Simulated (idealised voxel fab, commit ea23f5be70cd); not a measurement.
Process module, titled voxel capacitor over wiring
The cross-section shown here is cut; it is 170 nm wide and divided into square cells measuring 5 nm on a side.
How to read a cross-section here: the picture is a grid of square cells, written as bands going from the top down, and any band can span one or more rows of cells.
Band: top and bottom heights (nm) first, top before bottom; then materials from left to right, widths in nm. "all across" marks a sole material filling the band edge to edge. "blank" denotes empty space.
Height reference: 0 = level under which incoming wafer is all one material. Lowest band: no bottom, runs on downward, e.g. "top 0, no bottom".
When a width is written as two numbers, as in "30..40", the first number is the width in the top row of cells of the band and the second is the width in its bottom row, and the width changes by the same amount from each row to the next.
Step note "everything unchanged" = no cross-section cell changed.
The entry titled "Closed void list" provides the empty spaces that have no open way to the top, restricted to those of 8 cells or more. Each is presented as width x height at distance, the distance being measured from the left edge, with all three in nm.
after a step's settings: what the simulator itself notes on the step
The setting "overlay nm" may be written on the line of a step. When the step uses a mask, the value reports how far to the right of the planned place the mask lay, and a negative value reports that it lay to the left.
**Planned process steps**
1) RECEIVE with material Si
2) CONFORMAL_DEP with material SiO2, thk nm 10
3) DIRECTIONAL_DEP with material TiN, thk nm 5
4) DIRECTIONAL_DEP with material Ru, thk nm 15
5) PATTERN with tone cover, mask id METAL_1, material resist, width nm 25, pitch nm 85, thk nm 15, overlay nm 0
6) DIRECTIONAL_ETCH with etch materials Ru, depth nm 15
7) DIRECTIONAL_ETCH with etch materials TiN, depth nm 5
8) STRIP with etch materials resist
9) FILL_DEP with material lowk, thk nm 10
10) CMP with height nm 30
11) CONFORMAL_DEP with material SiCN, thk nm 5
12) DIRECTIONAL_DEP with material lowk, thk nm 10
13) PATTERN with tone open, mask id PLUG_1, material resist, width nm 15, thk nm 15, overlay nm 0
14) DIRECTIONAL_ETCH with etch materials lowk, depth nm 10
15) DIRECTIONAL_ETCH with etch materials SiCN, depth nm 5
16) STRIP with etch materials resist
17) EPI with material Ru, thk nm 10
18) EPI with material Ru, thk nm 5
19) DIRECTIONAL_DEP with material TiN, thk nm 10
20) DIRECTIONAL_DEP with material Al2O3, thk nm 5
21) DIRECTIONAL_DEP with material TiN, thk nm 5
22) MASKED_ETCH with tone cover, mask id UPPER_PLATE, width nm 65, etch materials TiN, depth nm 5, overlay nm 0
23) MASKED_ETCH with tone cover, mask id UPPER_PLATE, width nm 65, etch materials Al2O3, depth nm 5, overlay nm 0
24) DIRECTIONAL_DEP with material aC, thk nm 15
25) PATTERN with tone cover, mask id LOWER_PLATE, material resist, width nm 75, thk nm 35, overlay nm 0
26) DIRECTIONAL_ETCH with etch materials aC, depth nm 15
27) STRIP with etch materials resist
28) DIRECTIONAL_ETCH with etch materials TiN, depth nm 10
29) STRIP with etch materials aC
30) FILL_DEP with material SiO2, thk nm 20
31) CMP with height nm 80
32) DIRECTIONAL_DEP with material aC, thk nm 15
33) PATTERN with tone open, mask id PLUG_2, material resist, width nm 15, thk nm 30, overlay nm 0
34) DIRECTIONAL_ETCH with etch materials aC, depth nm 15
35) STRIP with etch materials resist
36) DIRECTIONAL_ETCH with etch materials SiO2, depth nm 15
37) STRIP with etch materials aC
38) CONFORMAL_DEP with material TiN, thk nm 5
39) FILL_DEP with material Cu, thk nm 5
40) CMP with height nm 80
41) CONFORMAL_DEP with material SiN, thk nm 5
**Wafer at receipt (post step 1), cross-section**
	top 0, no bottom  Si all across
	Closed void list: none
**Here's the cross-section of the first of our two wafers at the end of the module - it ran as planned**
	top 85, bottom 80  SiN all across
	top 80, bottom 70  50 of SiO2, then 5 of TiN, then 5 of Cu, then 5 of TiN, then 105 of SiO2
	top 70, bottom 60  50..40 of SiO2, then 15..65 of TiN, then 105..65 of SiO2
	top 60, bottom 55  40 of SiO2, then 65 of Al2O3, then 65 of SiO2
	top 55, bottom 45  35 of SiO2, then 75 of TiN, then 60 of SiO2
	top 45, bottom 35  40 of lowk, then 15 of Ru, then 115 of lowk
	top 35, bottom 30  40 of SiCN, then 15 of Ru, then 115 of SiCN
	top 30, bottom 15  30 of lowk, then 25 of Ru, then 60 of lowk, then 25 of Ru, then 30 of lowk
	top 15, bottom 10  30 of lowk, then 25 of TiN, then 60 of lowk, then 25 of TiN, then 30 of lowk
	top 10, bottom 0  SiO2 all across
	top 0, no bottom  Si all across
	Closed void list: none
**Cross-section, wafer two of two, end of module: same start and plan as wafer one, one error in execution**
	top 85, bottom 80  SiN all across
	top 80, bottom 70  50..40 of SiO2, then 15..25 of TiN, then 105 of SiO2
	top 70, bottom 65  40 of SiO2, then 25 of Al2O3, then 105 of SiO2
	top 65, bottom 60  35 of SiO2, then 70 of TiN, then 65 of SiO2
	top 60, bottom 55  35 of SiO2, then 30 of TiN, then 40 of Al2O3, then 65 of SiO2
	top 55, bottom 45  30 of SiO2, then 35 of Ru, then 45 of TiN, then 60 of SiO2
	top 45, bottom 35  40 of lowk, then 15 of Ru, then 115 of lowk
	top 35, bottom 30  40 of SiCN, then 15 of Ru, then 115 of SiCN
	top 30, bottom 15  30 of lowk, then 25 of Ru, then 60 of lowk, then 25 of Ru, then 30 of lowk
	top 15, bottom 10  30 of lowk, then 25 of TiN, then 60 of lowk, then 25 of TiN, then 30 of lowk
	top 10, bottom 0  SiO2 all across
	top 0, no bottom  Si all across
	Closed void list: none
The plan and the run diverged here: plan step 17 was twice executed
Final tally in cells, some materials are higher or lower on the second wafer than on the first: -2 Cu | +14 Ru | -8 SiO2 | -4 TiN
